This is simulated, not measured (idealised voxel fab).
Proc. module: voxel transistor to metal
cross-section cut | 260 nm wide | cells 5 nm
Square cells in a grid make up a cross-section in this document, and the grid is given as bands, listed from the top down, each one or more rows of cells. A band entry consists of two parts. The first gives the height of the band's top and the height of its bottom, in nm. The rest lists the band's materials from left to right, each with its width in nm. A single material labelled with the word "all across" fills the band from edge to edge, and the word "air" marks empty space. The reference from which all heights are counted is 0, the level beneath which the as-received wafer is entirely one material; the lowest band, having no lower bound, proceeds downward and is written after the example "top 0, no bottom". You'd read "30..40" like this: the band's top row of cells is as wide as the first number, its bottom row is as wide as the second, and going down, every row changes width by the same amount as the row before did. Given "stayed the same" for a step, no cell of the cross-section differs between before and after that step. So "Closed empty spaces" is basically the list of trapped voids: any empty space of 8 cells or more that can't reach the top through an opening. They're written width x height at distance, the distance being from the left edge, and it's all nm. Post-settings text on a step line: simulator's own remark regarding the step. On any step carrying a mask, the "overlay nm" setting, if present on the step's line, tells how far right of its planned place the mask lay; negative values point to the left.

**Steps planned for the process**
1. op RECEIVE | material Si
2. op OXIDIZE | depth nm 5
3. op CONFORMAL_DEP | material SiN | thk nm 15
4. op PATTERN | tone cover | mask id ACTIVE | material resist | width nm 95 | pitch nm 125 | thk nm 15 | overlay nm 0
5. op DIRECTIONAL_ETCH | etch materials SiN | depth nm 15
6. op DIRECTIONAL_ETCH | etch materials SiO2 | depth nm 5
7. op DIRECTIONAL_ETCH | etch materials Si | depth nm 30
8. op STRIP | etch materials resist
9. op OXIDIZE | depth nm 5
10. op FILL_DEP | material SiO2 | thk nm 10
11. op CMP | height nm 15
12. op SELECTIVE_ETCH | etch materials SiO2 | depth nm 10
13. op STRIP | etch materials SiN
14. op SELECTIVE_ETCH | etch materials SiO2 | depth nm 5
15. op OXIDIZE | depth nm 5
16. op DIRECTIONAL_DEP | material polySi | thk nm 25
17. op DIRECTIONAL_DEP | material SiCN | thk nm 15
18. op MASKED_ETCH | tone cover | mask id GATE | width nm 25 | pitch nm 125 | etch materials SiCN | depth nm 25 | overlay nm 0
19. op MASKED_ETCH | tone cover | mask id GATE | width nm 25 | pitch nm 125 | etch materials polySi | depth nm 35 | overlay nm 0
20. op CONFORMAL_DEP | material SiN | thk nm 5
21. op DIRECTIONAL_ETCH | etch materials SiN | depth nm 5
22. op DIRECTIONAL_ETCH | etch materials SiO2 | depth nm 5
23. op DIRECTIONAL_ETCH | etch materials Si | depth nm 15
24. op EPI | material SiGe | thk nm 15
25. op FILL_DEP | material SiO2 | thk nm 5
26. op CMP | height nm 35
27. op DIRECTIONAL_DEP | material SiO2 | thk nm 15
28. op MASKED_ETCH | tone open | mask id CONTACT | width nm 25 | etch materials SiO2 | depth nm 60 | overlay nm 0
29. op CONFORMAL_DEP | material TiN | thk nm 5
30. op FILL_DEP | material W | thk nm 5
31. op CMP | height nm 50
32. op CONFORMAL_DEP | material SiN | thk nm 5
33. op DIRECTIONAL_DEP | material SiO2 | thk nm 15
34. op DIRECTIONAL_DEP | material aC | thk nm 15
35. op PATTERN | tone open | mask id METAL_1 | material resist | width nm 15 | thk nm 30 | overlay nm 0
36. op DIRECTIONAL_ETCH | etch materials aC | depth nm 15
37. op STRIP | etch materials resist
38. op DIRECTIONAL_ETCH | etch materials SiO2 | depth nm 15
39. op DIRECTIONAL_ETCH | etch materials SiN | depth nm 5
40. op STRIP | etch materials aC
41. op CONFORMAL_DEP | material TiN | thk nm 5
42. op FILL_DEP | material Cu | thk nm 10
43. op CMP | height nm 70
44. op CONFORMAL_DEP | material SiN | thk nm 5

**First wafer, two in total, run as planned**

**The cross-section here shows the wafer as received, i.e. in its state after step 1**
    top 0, no bottom: Si all across
    Closed empty spaces: none

**You're looking at a cross-section of the wafer after step 2**
    top 0, bottom -5: SiO2 all across
    Everything under -5 stays put, no change at all.

**You're looking at a cross-section of the wafer after step 3**
    top 15, bottom 0: SiN all across
    Everything under 0 stays put, no change at all.

**You're looking at a cross-section of the wafer after step 4**
    top 30, bottom 15: air 20 | resist 95 | air 30 | resist 95 | air 20
    Everything under 15 stays put, no change at all.

**You're looking at a cross-section of the wafer after step 5**
    top 30, bottom 15: air 20 | resist 95 | air 30 | resist 95 | air 20
    top 15, bottom 0: air 20 | SiN 95 | air 30 | SiN 95 | air 20
    Everything under 0 stays put, no change at all.

**You're looking at a cross-section of the wafer after step 6**
    top 30, bottom 15: air 20 | resist 95 | air 30 | resist 95 | air 20
    top 15, bottom 0: air 20 | SiN 95 | air 30 | SiN 95 | air 20
    top 0, bottom -5: air 20 | SiO2 95 | air 30 | SiO2 95 | air 20
    Everything under -5 stays put, no change at all.

**You're looking at a cross-section of the wafer after step 7**
    top 30, bottom 15: air 20 | resist 95 | air 30 | resist 95 | air 20
    top 15, bottom 0: air 20 | SiN 95 | air 30 | SiN 95 | air 20
    top 0, bottom -5: air 20 | SiO2 95 | air 30 | SiO2 95 | air 20
    top -5, bottom -35: air 20 | Si 95 | air 30 | Si 95 | air 20
    Everything under -35 stays put, no change at all.

**You're looking at a cross-section of the wafer after step 8**
    top 15, bottom 0: air 20 | SiN 95 | air 30 | SiN 95 | air 20
    Everything under 0 stays put, no change at all.

**You're looking at a cross-section of the wafer after step 9**
    top 15, bottom 0: air 20 | SiN 95 | air 30 | SiN 95 | air 20
    top 0, bottom -5: air 20 | SiO2 95 | air 30 | SiO2 95 | air 20
    top -5, bottom -35: air 20 | SiO2 5 | Si 85 | SiO2 5 | air 30 | SiO2 5 | Si 85 | SiO2 5 | air 20
    top -35, bottom -40: SiO2 25 | Si 85 | SiO2 40 | Si 85 | SiO2 25
    Everything under -40 stays put, no change at all.

**You're looking at a cross-section of the wafer after step 10**
    top 25, bottom 15: SiO2 all across
    top 15, bottom 0: SiO2 20 | SiN 95 | SiO2 30 | SiN 95 | SiO2 20
    top 0, bottom -5: SiO2 all across
    top -5, bottom -40: SiO2 25 | Si 85 | SiO2 40 | Si 85 | SiO2 25
    Everything under -40 stays put, no change at all.

**You're looking at a cross-section of the wafer after step 11**
    top 15, bottom 0: SiO2 20 | SiN 95 | SiO2 30 | SiN 95 | SiO2 20
    Everything under 0 stays put, no change at all.

**You're looking at a cross-section of the wafer after step 12**
    top 15, bottom 5: air 20 | SiN 95 | air 30 | SiN 95 | air 20
    Everything under 5 stays put, no change at all.

**You're looking at a cross-section of the wafer after step 13**
    top 5, bottom 0: SiO2 20 | air 95 | SiO2 30 | air 95 | SiO2 20
    Everything under 0 stays put, no change at all.

**You're looking at a cross-section of the wafer after step 14**
    top 0, bottom -5: SiO2 15 | air 105 | SiO2 20 | air 105 | SiO2 15
    Everything under -5 stays put, no change at all.

**You're looking at a cross-section of the wafer after step 15**
    top 0, bottom -5: SiO2 15 | air 105 | SiO2 20 | air 105 | SiO2 15
    top -5, bottom -10: SiO2 all across
    Everything under -10 stays put, no change at all.

**You're looking at a cross-section of the wafer after step 16**
    top 25, bottom 20: polySi 15 | air 105 | polySi 20 | air 105 | polySi 15
    top 20, bottom 0: polySi all across
    top 0, bottom -5: SiO2 15 | polySi 105 | SiO2 20 | polySi 105 | SiO2 15
    Everything under -5 stays put, no change at all.

**You're looking at a cross-section of the wafer after step 17**
    top 40, bottom 35: SiCN 15 | air 105 | SiCN 20 | air 105 | SiCN 15
    top 35, bottom 25: SiCN all across
    top 25, bottom 20: polySi 15 | SiCN 105 | polySi 20 | SiCN 105 | polySi 15
    Everything under 20 stays put, no change at all.

**You're looking at a cross-section of the wafer after step 18**
    top 35, bottom 25: air 55 | SiCN 25 | air 100 | SiCN 25 | air 55
    top 25, bottom 20: polySi 15 | air 40 | SiCN 25 | air 40 | polySi 20 | air 40 | SiCN 25 | air 40 | polySi 15
    Everything under 20 stays put, no change at all.

**You're looking at a cross-section of the wafer after step 19**
    top 35, bottom 20: air 55 | SiCN 25 | air 100 | SiCN 25 | air 55
    top 20, bottom 0: air 55 | polySi 25 | air 100 | polySi 25 | air 55
    top 0, bottom -5: SiO2 15 | air 40 | polySi 25 | air 40 | SiO2 20 | air 40 | polySi 25 | air 40 | SiO2 15
    Everything under -5 stays put, no change at all.

**You're looking at a cross-section of the wafer after step 20**
    top 40, bottom 35: air 50 | SiN 35 | air 90 | SiN 35 | air 50
    top 35, bottom 20: air 50 | SiN 5 | SiCN 25 | SiN 5 | air 90 | SiN 5 | SiCN 25 | SiN 5 | air 50
    top 20, bottom 5: air 50 | SiN 5 | polySi 25 | SiN 5 | air 90 | SiN 5 | polySi 25 | SiN 5 | air 50
    top 5, bottom 0: SiN 20 | air 30 | SiN 5 | polySi 25 | SiN 5 | air 30 | SiN 30 | air 30 | SiN 5 | polySi 25 | SiN 5 | air 30 | SiN 20
    top 0, bottom -5: SiO2 15 | SiN 40 | polySi 25 | SiN 40 | SiO2 20 | SiN 40 | polySi 25 | SiN 40 | SiO2 15
    Everything under -5 stays put, no change at all.

**You're looking at a cross-section of the wafer after step 21**
    top 35, bottom 20: air 50 | SiN 5 | SiCN 25 | SiN 5 | air 90 | SiN 5 | SiCN 25 | SiN 5 | air 50
    top 20, bottom 0: air 50 | SiN 5 | polySi 25 | SiN 5 | air 90 | SiN 5 | polySi 25 | SiN 5 | air 50
    top 0, bottom -5: SiO2 15 | SiN 5 | air 30 | SiN 5 | polySi 25 | SiN 5 | air 30 | SiN 5 | SiO2 20 | SiN 5 | air 30 | SiN 5 | polySi 25 | SiN 5 | air 30 | SiN 5 | SiO2 15
    Everything under -5 stays put, no change at all.

**You're looking at a cross-section of the wafer after step 22**
    top 35, bottom 20: air 50 | SiN 5 | SiCN 25 | SiN 5 | air 90 | SiN 5 | SiCN 25 | SiN 5 | air 50
    top 20, bottom 0: air 50 | SiN 5 | polySi 25 | SiN 5 | air 90 | SiN 5 | polySi 25 | SiN 5 | air 50
    top 0, bottom -5: air 15 | SiN 5 | air 30 | SiN 5 | polySi 25 | SiN 5 | air 30 | SiN 5 | air 20 | SiN 5 | air 30 | SiN 5 | polySi 25 | SiN 5 | air 30 | SiN 5 | air 15
    top -5, bottom -10: SiO2 20 | air 30 | SiO2 35 | air 30 | SiO2 30 | air 30 | SiO2 35 | air 30 | SiO2 20
    Everything under -10 stays put, no change at all.

**You're looking at a cross-section of the wafer after step 23**
    top 35, bottom 20: air 50 | SiN 5 | SiCN 25 | SiN 5 | air 90 | SiN 5 | SiCN 25 | SiN 5 | air 50
    top 20, bottom 0: air 50 | SiN 5 | polySi 25 | SiN 5 | air 90 | SiN 5 | polySi 25 | SiN 5 | air 50
    top 0, bottom -5: air 15 | SiN 5 | air 30 | SiN 5 | polySi 25 | SiN 5 | air 30 | SiN 5 | air 20 | SiN 5 | air 30 | SiN 5 | polySi 25 | SiN 5 | air 30 | SiN 5 | air 15
    top -5, bottom -10: SiO2 20 | air 30 | SiO2 35 | air 30 | SiO2 30 | air 30 | SiO2 35 | air 30 | SiO2 20
    top -10, bottom -25: SiO2 25 | air 25 | Si 35 | air 25 | SiO2 40 | air 25 | Si 35 | air 25 | SiO2 25
    Everything under -25 stays put, no change at all.

**You're looking at a cross-section of the wafer after step 24**
    top 35, bottom 20: air 50 | SiN 5 | SiCN 25 | SiN 5 | air 90 | SiN 5 | SiCN 25 | SiN 5 | air 50
    top 20, bottom 5: air 50 | SiN 5 | polySi 25 | SiN 5 | air 90 | SiN 5 | polySi 25 | SiN 5 | air 50
    top 5, bottom 0: air 35 | SiGe 15 | SiN 5 | polySi 25 | SiN 5 | SiGe 15 | air 60 | SiGe 15 | SiN 5 | polySi 25 | SiN 5 | SiGe 15 | air 35
    top 0, bottom -5: air 15 | SiN 5 | air 15 | SiGe 15 | SiN 5 | polySi 25 | SiN 5 | SiGe 15 | air 15 | SiN 5 | air 20 | SiN 5 | air 15 | SiGe 15 | SiN 5 | polySi 25 | SiN 5 | SiGe 15 | air 15 | SiN 5 | air 15
    top -5, bottom -10: SiO2 20 | air 15 | SiGe 15 | SiO2 35 | SiGe 15 | air 15 | SiO2 30 | air 15 | SiGe 15 | SiO2 35 | SiGe 15 | air 15 | SiO2 20
    top -10, bottom -25: SiO2 25 | SiGe 25 | Si 35 | SiGe 25 | SiO2 40 | SiGe 25 | Si 35 | SiGe 25 | SiO2 25
    Everything under -25 stays put, no change at all.

**You're looking at a cross-section of the wafer after step 25**
    top 40, bottom 35: SiO2 all across
    top 35, bottom 20: SiO2 50 | SiN 5 | SiCN 25 | SiN 5 | SiO2 90 | SiN 5 | SiCN 25 | SiN 5 | SiO2 50
    top 20, bottom 5: SiO2 50 | SiN 5 | polySi 25 | SiN 5 | SiO2 90 | SiN 5 | polySi 25 | SiN 5 | SiO2 50
    top 5, bottom 0: SiO2 35 | SiGe 15 | SiN 5 | polySi 25 | SiN 5 | SiGe 15 | SiO2 60 | SiGe 15 | SiN 5 | polySi 25 | SiN 5 | SiGe 15 | SiO2 35
    top 0, bottom -5: SiO2 15 | SiN 5 | SiO2 15 | SiGe 15 | SiN 5 | polySi 25 | SiN 5 | SiGe 15 | SiO2 15 | SiN 5 | SiO2 20 | SiN 5 | SiO2 15 | SiGe 15 | SiN 5 | polySi 25 | SiN 5 | SiGe 15 | SiO2 15 | SiN 5 | SiO2 15
    top -5, bottom -10: SiO2 35 | SiGe 15 | SiO2 35 | SiGe 15 | SiO2 60 | SiGe 15 | SiO2 35 | SiGe 15 | SiO2 35
    Everything under -10 stays put, no change at all.

**You're looking at a cross-section of the wafer after step 26**
    top 35, bottom 20: SiO2 50 | SiN 5 | SiCN 25 | SiN 5 | SiO2 90 | SiN 5 | SiCN 25 | SiN 5 | SiO2 50
    Everything under 20 stays put, no change at all.

**You're looking at a cross-section of the wafer after step 27**
    top 50, bottom 35: SiO2 all across
    Everything under 35 stays put, no change at all.

**You're looking at a cross-section of the wafer after step 28**
    top 50, bottom 35: SiO2 25 | air 25 | SiO2 35 | air 25 | SiO2 40 | air 25 | SiO2 35 | air 25 | SiO2 25
    top 35, bottom 20: SiO2 25 | air 25 | SiN 5 | SiCN 25 | SiN 5 | air 25 | SiO2 40 | air 25 | SiN 5 | SiCN 25 | SiN 5 | air 25 | SiO2 25
    top 20, bottom 5: SiO2 25 | air 25 | SiN 5 | polySi 25 | SiN 5 | air 25 | SiO2 40 | air 25 | SiN 5 | polySi 25 | SiN 5 | air 25 | SiO2 25
    top 5, bottom 0: SiO2 25 | air 10 | SiGe 15 | SiN 5 | polySi 25 | SiN 5 | SiGe 15 | air 10 | SiO2 40 | air 10 | SiGe 15 | SiN 5 | polySi 25 | SiN 5 | SiGe 15 | air 10 | SiO2 25
    top 0, bottom -5: SiO2 15 | SiN 5 | SiO2 5 | air 10 | SiGe 15 | SiN 5 | polySi 25 | SiN 5 | SiGe 15 | air 10 | SiO2 5 | SiN 5 | SiO2 20 | SiN 5 | SiO2 5 | air 10 | SiGe 15 | SiN 5 | polySi 25 | SiN 5 | SiGe 15 | air 10 | SiO2 5 | SiN 5 | SiO2 15
    top -5, bottom -10: SiO2 25 | air 10 | SiGe 15 | SiO2 35 | SiGe 15 | air 10 | SiO2 40 | air 10 | SiGe 15 | SiO2 35 | SiGe 15 | air 10 | SiO2 25
    Everything under -10 stays put, no change at all.

**You're looking at a cross-section of the wafer after step 29**
    top 55, bottom 50: TiN 30 | air 15 | TiN 45 | air 15 | TiN 50 | air 15 | TiN 45 | air 15 | TiN 30
    top 50, bottom 35: SiO2 25 | TiN 5 | air 15 | TiN 5 | SiO2 35 | TiN 5 | air 15 | TiN 5 | SiO2 40 | TiN 5 | air 15 | TiN 5 | SiO2 35 | TiN 5 | air 15 | TiN 5 | SiO2 25
    top 35, bottom 20: SiO2 25 | TiN 5 | air 15 | TiN 5 | SiN 5 | SiCN 25 | SiN 5 | TiN 5 | air 15 | TiN 5 | SiO2 40 | TiN 5 | air 15 | TiN 5 | SiN 5 | SiCN 25 | SiN 5 | TiN 5 | air 15 | TiN 5 | SiO2 25
    top 20, bottom 10: SiO2 25 | TiN 5 | air 15 | TiN 5 | SiN 5 | polySi 25 | SiN 5 | TiN 5 | air 15 | TiN 5 | SiO2 40 | TiN 5 | air 15 | TiN 5 | SiN 5 | polySi 25 | SiN 5 | TiN 5 | air 15 | TiN 5 | SiO2 25
    top 10, bottom 5: SiO2 25 | TiN 25 | SiN 5 | polySi 25 | SiN 5 | TiN 25 | SiO2 40 | TiN 25 | SiN 5 | polySi 25 | SiN 5 | TiN 25 | SiO2 25
    top 5, bottom 0: SiO2 25 | TiN 10 | SiGe 15 | SiN 5 | polySi 25 | SiN 5 | SiGe 15 | TiN 10 | SiO2 40 | TiN 10 | SiGe 15 | SiN 5 | polySi 25 | SiN 5 | SiGe 15 | TiN 10 | SiO2 25
    top 0, bottom -5: SiO2 15 | SiN 5 | SiO2 5 | TiN 10 | SiGe 15 | SiN 5 | polySi 25 | SiN 5 | SiGe 15 | TiN 10 | SiO2 5 | SiN 5 | SiO2 20 | SiN 5 | SiO2 5 | TiN 10 | SiGe 15 | SiN 5 | polySi 25 | SiN 5 | SiGe 15 | TiN 10 | SiO2 5 | SiN 5 | SiO2 15
    top -5, bottom -10: SiO2 25 | TiN 10 | SiGe 15 | SiO2 35 | SiGe 15 | TiN 10 | SiO2 40 | TiN 10 | SiGe 15 | SiO2 35 | SiGe 15 | TiN 10 | SiO2 25
    Everything under -10 stays put, no change at all.

**You're looking at a cross-section of the wafer after step 30**
    top 60, bottom 55: W all across
    top 55, bottom 50: TiN 30 | W 15 | TiN 45 | W 15 | TiN 50 | W 15 | TiN 45 | W 15 | TiN 30
    top 50, bottom 35: SiO2 25 | TiN 5 | W 15 | TiN 5 | SiO2 35 | TiN 5 | W 15 | TiN 5 | SiO2 40 | TiN 5 | W 15 | TiN 5 | SiO2 35 | TiN 5 | W 15 | TiN 5 | SiO2 25
    top 35, bottom 20: SiO2 25 | TiN 5 | W 15 | TiN 5 | SiN 5 | SiCN 25 | SiN 5 | TiN 5 | W 15 | TiN 5 | SiO2 40 | TiN 5 | W 15 | TiN 5 | SiN 5 | SiCN 25 | SiN 5 | TiN 5 | W 15 | TiN 5 | SiO2 25
    top 20, bottom 10: SiO2 25 | TiN 5 | W 15 | TiN 5 | SiN 5 | polySi 25 | SiN 5 | TiN 5 | W 15 | TiN 5 | SiO2 40 | TiN 5 | W 15 | TiN 5 | SiN 5 | polySi 25 | SiN 5 | TiN 5 | W 15 | TiN 5 | SiO2 25
    Everything under 10 stays put, no change at all.

**You're looking at a cross-section of the wafer after step 31**
    top 50, bottom 35: SiO2 25 | TiN 5 | W 15 | TiN 5 | SiO2 35 | TiN 5 | W 15 | TiN 5 | SiO2 40 | TiN 5 | W 15 | TiN 5 | SiO2 35 | TiN 5 | W 15 | TiN 5 | SiO2 25
    Everything under 35 stays put, no change at all.

**You're looking at a cross-section of the wafer after step 32**
    top 55, bottom 50: SiN all across
    Everything under 50 stays put, no change at all.

**You're looking at a cross-section of the wafer after step 33**
    top 70, bottom 55: SiO2 all across
    Everything under 55 stays put, no change at all.

**You're looking at a cross-section of the wafer after step 34**
    top 85, bottom 70: aC all across
    Everything under 70 stays put, no change at all.

**You're looking at a cross-section of the wafer after step 35**
    top 115, bottom 85: resist 25 | air 15 | resist 55 | air 15 | resist 40 | air 15 | resist 55 | air 15 | resist 25
    Everything under 85 stays put, no change at all.

**You're looking at a cross-section of the wafer after step 36**
    top 100, bottom 85: resist 25 | air 15 | resist 55 | air 15 | resist 40 | air 15 | resist 55 | air 15 | resist 25
    top 85, bottom 70: aC 25 | air 15 | aC 55 | air 15 | aC 40 | air 15 | aC 55 | air 15 | aC 25
    Everything under 70 stays put, no change at all.

**You're looking at a cross-section of the wafer after step 37**
    top 85, bottom 70: aC 25 | air 15 | aC 55 | air 15 | aC 40 | air 15 | aC 55 | air 15 | aC 25
    Everything under 70 stays put, no change at all.

**You're looking at a cross-section of the wafer after step 38**
    top 85, bottom 70: aC 25 | air 15 | aC 55 | air 15 | aC 40 | air 15 | aC 55 | air 15 | aC 25
    top 70, bottom 55: SiO2 25 | air 15 | SiO2 55 | air 15 | SiO2 40 | air 15 | SiO2 55 | air 15 | SiO2 25
    Everything under 55 stays put, no change at all.

**You're looking at a cross-section of the wafer after step 39**
    top 85, bottom 70: aC 25 | air 15 | aC 55 | air 15 | aC 40 | air 15 | aC 55 | air 15 | aC 25
    top 70, bottom 55: SiO2 25 | air 15 | SiO2 55 | air 15 | SiO2 40 | air 15 | SiO2 55 | air 15 | SiO2 25
    top 55, bottom 50: SiN 25 | air 15 | SiN 55 | air 15 | SiN 40 | air 15 | SiN 55 | air 15 | SiN 25
    Everything under 50 stays put, no change at all.

**You're looking at a cross-section of the wafer after step 40**
    top 70, bottom 55: SiO2 25 | air 15 | SiO2 55 | air 15 | SiO2 40 | air 15 | SiO2 55 | air 15 | SiO2 25
    Everything under 55 stays put, no change at all.

**You're looking at a cross-section of the wafer after step 41**
    top 75, bottom 70: TiN 30 | air 5 | TiN 65 | air 5 | TiN 50 | air 5 | TiN 65 | air 5 | TiN 30
    top 70, bottom 55: SiO2 25 | TiN 5 | air 5 | TiN 5 | SiO2 55 | TiN 5 | air 5 | TiN 5 | SiO2 40 | TiN 5 | air 5 | TiN 5 | SiO2 55 | TiN 5 | air 5 | TiN 5 | SiO2 25
    top 55, bottom 50: SiN 25 | TiN 15 | SiN 55 | TiN 15 | SiN 40 | TiN 15 | SiN 55 | TiN 15 | SiN 25
    Everything under 50 stays put, no change at all.

**You're looking at a cross-section of the wafer after step 42**
    top 85, bottom 75: Cu all across
    top 75, bottom 70: TiN 30 | Cu 5 | TiN 65 | Cu 5 | TiN 50 | Cu 5 | TiN 65 | Cu 5 | TiN 30
    top 70, bottom 55: SiO2 25 | TiN 5 | Cu 5 | TiN 5 | SiO2 55 | TiN 5 | Cu 5 | TiN 5 | SiO2 40 | TiN 5 | Cu 5 | TiN 5 | SiO2 55 | TiN 5 | Cu 5 | TiN 5 | SiO2 25
    Everything under 55 stays put, no change at all.

**You're looking at a cross-section of the wafer after step 43**
    top 70, bottom 55: SiO2 25 | TiN 5 | Cu 5 | TiN 5 | SiO2 55 | TiN 5 | Cu 5 | TiN 5 | SiO2 40 | TiN 5 | Cu 5 | TiN 5 | SiO2 55 | TiN 5 | Cu 5 | TiN 5 | SiO2 25
    Everything under 55 stays put, no change at all.

**You're looking at a cross-section of the wafer after step 44**
    top 75, bottom 70: SiN all across
    Everything under 70 stays put, no change at all.

**Second Wafer (Identical Start and Plan, One Processing Error; Matches First Wafer Through Step 42)**

Second wafer shown in cross-section at the time step 43 was slated to end: stayed the same

**Second wafer shown in cross-section at the time step 44 was slated to end**
    top 90, bottom 85: SiN all across
    Everything under 85 stays put, no change at all.
What broke from the plan during processing? no execution of plan step 43; skipped
Count the cells at the end and the second wafer has more or fewer of some materials than the first: 108 more of Cu; 48 more of TiN
